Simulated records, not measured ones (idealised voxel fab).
A process module follows: voxel transistor to metal.
Each square cell in cross-section cut measures 5 nm, and the section as a whole is 185 nm wide.
When this document writes out a cross-section, it uses a grid of square cells and lists it as bands, beginning at the top and moving down, with a band standing for one or more rows of cells.
This entry defines a band. It first specifies the height of the band's top and the height of its bottom in nm, and then specifies the band's materials from left to right, stating each material with its width in nm. The word "all across" identifies a single material that fills the band from edge to edge, while the word "air" identifies empty space.
Height reference: 0 = level under which incoming wafer is all one material. Lowest band: no bottom, runs on downward, e.g. "0 nm and below".
So if you see something like "30..40" for the width, read it as the top row of the band sitting at the first number and the bottom row at the second, with every row in between moving by the same amount as the last.
When a step is marked "nothing was modified", none of the cells in the cross-section changed during that step.
"Enclosed voids" enumerates empty spaces isolated from the top, with no open way to it, that contain at least 8 cells, giving each as width x height at distance from the left edge, all three in nm.
It should be noted that, on the line of a given step, the content following the step's settings is a remark produced by the simulator itself with respect to that step.
"overlay nm" answers the question of how far to the right of plan the mask lay on a step that has a mask, and when it is negative the answer is to the left.

-- These are the steps we planned for the process
1) RECEIVE [material Si]
2) OXIDIZE [depth nm 5]
3) CONFORMAL_DEP [material SiN] [thk nm 10]
4) MASKED_ETCH [tone cover] [mask id ACTIVE] [width nm 100] [etch materials SiN] [depth nm 10] [overlay nm 0]
5) MASKED_ETCH [tone cover] [mask id ACTIVE] [width nm 100] [etch materials SiO2] [depth nm 5] [overlay nm 0]
6) MASKED_ETCH [tone cover] [mask id ACTIVE] [width nm 100] [etch materials Si] [depth nm 20] [overlay nm 0]
7) OXIDIZE [depth nm 5]
8) FILL_DEP [material SiO2] [thk nm 10]
9) CMP [height nm 10]
10) SELECTIVE_ETCH [etch materials SiO2] [depth nm 10]
11) STRIP [etch materials SiN]
12) SELECTIVE_ETCH [etch materials SiO2] [depth nm 5]
13) OXIDIZE [depth nm 5]
14) DIRECTIONAL_DEP [material polySi] [thk nm 25]
15) DIRECTIONAL_DEP [material SiCN] [thk nm 15]
16) PATTERN [tone cover] [mask id GATE] [material resist] [width nm 20] [thk nm 20] [overlay nm 0]
17) DIRECTIONAL_ETCH [etch materials SiCN] [depth nm 25]
18) DIRECTIONAL_ETCH [etch materials polySi] [depth nm 35]
19) STRIP [etch materials resist]
20) CONFORMAL_DEP [material SiN] [thk nm 5]
21) DIRECTIONAL_ETCH [etch materials SiN] [depth nm 5]
22) DIRECTIONAL_ETCH [etch materials SiO2] [depth nm 5]
23) DIRECTIONAL_ETCH [etch materials Si] [depth nm 10]
24) EPI [material nSi] [thk nm 15]
25) FILL_DEP [material SiO2] [thk nm 10]
26) CMP [height nm 35]
27) DIRECTIONAL_DEP [material SiO2] [thk nm 15]
28) DIRECTIONAL_DEP [material aC] [thk nm 10]
29) PATTERN [tone open] [mask id CONTACT] [material resist] [width nm 15] [pitch nm 75] [thk nm 25] [overlay nm 0]
30) DIRECTIONAL_ETCH [etch materials aC] [depth nm 10]
31) STRIP [etch materials resist]
32) DIRECTIONAL_ETCH [etch materials SiO2] [depth nm 55]
33) STRIP [etch materials aC]
34) CONFORMAL_DEP [material TiN] [thk nm 5]
35) FILL_DEP [material W] [thk nm 10]
36) CMP [height nm 50]
37) CONFORMAL_DEP [material SiCN] [thk nm 5]
38) DIRECTIONAL_DEP [material lowk] [thk nm 25]
39) PATTERN [tone open] [mask id METAL_1] [material resist] [width nm 15] [pitch nm 75] [thk nm 20] [overlay nm 0]
40) DIRECTIONAL_ETCH [etch materials lowk] [depth nm 25]
41) DIRECTIONAL_ETCH [etch materials SiCN] [depth nm 5]
42) STRIP [etch materials resist]
43) CONFORMAL_DEP [material TiN] [thk nm 5]
44) FILL_DEP [material Ru] [thk nm 5]
45) CMP [height nm 80]
46) CONFORMAL_DEP [material SiN] [thk nm 5]

-- Cross-section of the wafer at receipt, which is the condition after step 1
0 nm and below | Si all across
Enclosed voids: none

-- Run as planned - first of the two wafers cross-sectioned at the end of the module
85 nm to 80 nm | SiN all across
80 nm to 55 nm | lowk: 45, TiN: 5, Ru: 5, TiN: 5, lowk: 60, TiN: 5, Ru: 5, TiN: 5, lowk: 50
55 nm to 50 nm | SiCN: 45, TiN: 15, SiCN: 60, TiN: 15, SiCN: 50
50 nm to 35 nm | SiO2: 45, TiN: 5, W: 5, TiN: 5, SiO2: 60, TiN: 5, W: 5, TiN: 5, SiO2: 50
35 nm to 20 nm | SiO2: 45, TiN: 5, W: 5, TiN: 5, SiO2: 15, SiN: 5, SiCN: 20, SiN: 5, SiO2: 15, TiN: 5, W: 5, TiN: 5, SiO2: 50
20 nm to 5 nm | SiO2: 45, TiN: 5, W: 5, TiN: 5, SiO2: 15, SiN: 5, polySi: 20, SiN: 5, SiO2: 15, TiN: 5, W: 5, TiN: 5, SiO2: 50
5 nm to 0 nm | SiO2: 45, TiN: 5, W: 5, TiN: 5, nSi: 15, SiN: 5, polySi: 20, SiN: 5, nSi: 15, TiN: 5, W: 5, TiN: 5, SiO2: 50
0 nm to -5 nm | SiO2: 45, TiN: 15, nSi: 15, SiN: 5, polySi: 20, SiN: 5, nSi: 15, TiN: 15, SiO2: 50
-5 nm to -10 nm | SiO2: 40, nSi: 35, SiO2: 30, nSi: 35, SiO2: 45
-10 nm to -20 nm | SiO2: 45, nSi: 30, Si: 30, nSi: 30, SiO2: 50
-20 nm to -30 nm | SiO2: 45, Si: 90, SiO2: 50
-30 nm and below | Si all across
Enclosed voids: none

-- Second wafer through the module, sectioned at the end: same beginning and same plan as the first wafer, with one mistake in carrying it out
85 nm to 80 nm | SiN all across
80 nm to 55 nm | lowk: 45, TiN: 5, Ru: 5, TiN: 5, lowk: 60, TiN: 5, Ru: 5, TiN: 5, lowk: 50
55 nm to 50 nm | SiCN: 45, TiN: 15, SiCN: 60, TiN: 15, SiCN: 50
50 nm to 40 nm | W: 40, TiN: 5, SiO2: 15, TiN: 5, W: 50, TiN: 5, SiO2: 15, TiN: 5, W: 45
40 nm to 35 nm | W: 40, TiN: 5, SiO2: 15, TiN: 5, W: 5, TiN: 40, W: 5, TiN: 5, SiO2: 15, TiN: 5, W: 45
35 nm to 20 nm | W: 40, TiN: 5, SiO2: 15, TiN: 5, W: 5, TiN: 5, SiN: 5, SiCN: 20, SiN: 5, TiN: 5, W: 5, TiN: 5, SiO2: 15, TiN: 5, W: 45
20 nm to 10 nm | W: 40, TiN: 5, SiO2: 15, TiN: 5, W: 5, TiN: 5, SiN: 5, polySi: 20, SiN: 5, TiN: 5, W: 5, TiN: 5, SiO2: 15, TiN: 5, W: 45
10 nm to 5 nm | W: 40, TiN: 5, SiO2: 15, TiN: 15, SiN: 5, polySi: 20, SiN: 5, TiN: 15, SiO2: 15, TiN: 5, W: 45
5 nm to 0 nm | W: 40, TiN: 5, SiO2: 15, nSi: 15, SiN: 5, polySi: 20, SiN: 5, nSi: 15, SiO2: 15, TiN: 5, W: 45
0 nm to -5 nm | TiN: 45, SiO2: 15, nSi: 15, SiN: 5, polySi: 20, SiN: 5, nSi: 15, SiO2: 15, TiN: 50
-5 nm to -10 nm | SiO2: 40, nSi: 35, SiO2: 30, nSi: 35, SiO2: 45
-10 nm to -20 nm | SiO2: 45, nSi: 30, Si: 30, nSi: 30, SiO2: 50
-20 nm to -30 nm | SiO2: 45, Si: 90, SiO2: 50
-30 nm and below | Si all across
Enclosed voids: none
What was done differently from what was planned? step 29 changed vs plan, executed as PATTERN [tone cover] [mask id CONTACT] [material resist] [width nm 15] [pitch nm 75] [thk nm 25] [overlay nm 0]
It is noted that, at the conclusion of processing, the second wafer exhibits a higher or lower cell count for certain materials relative to the first: SiO2 -215; TiN +33; W +182
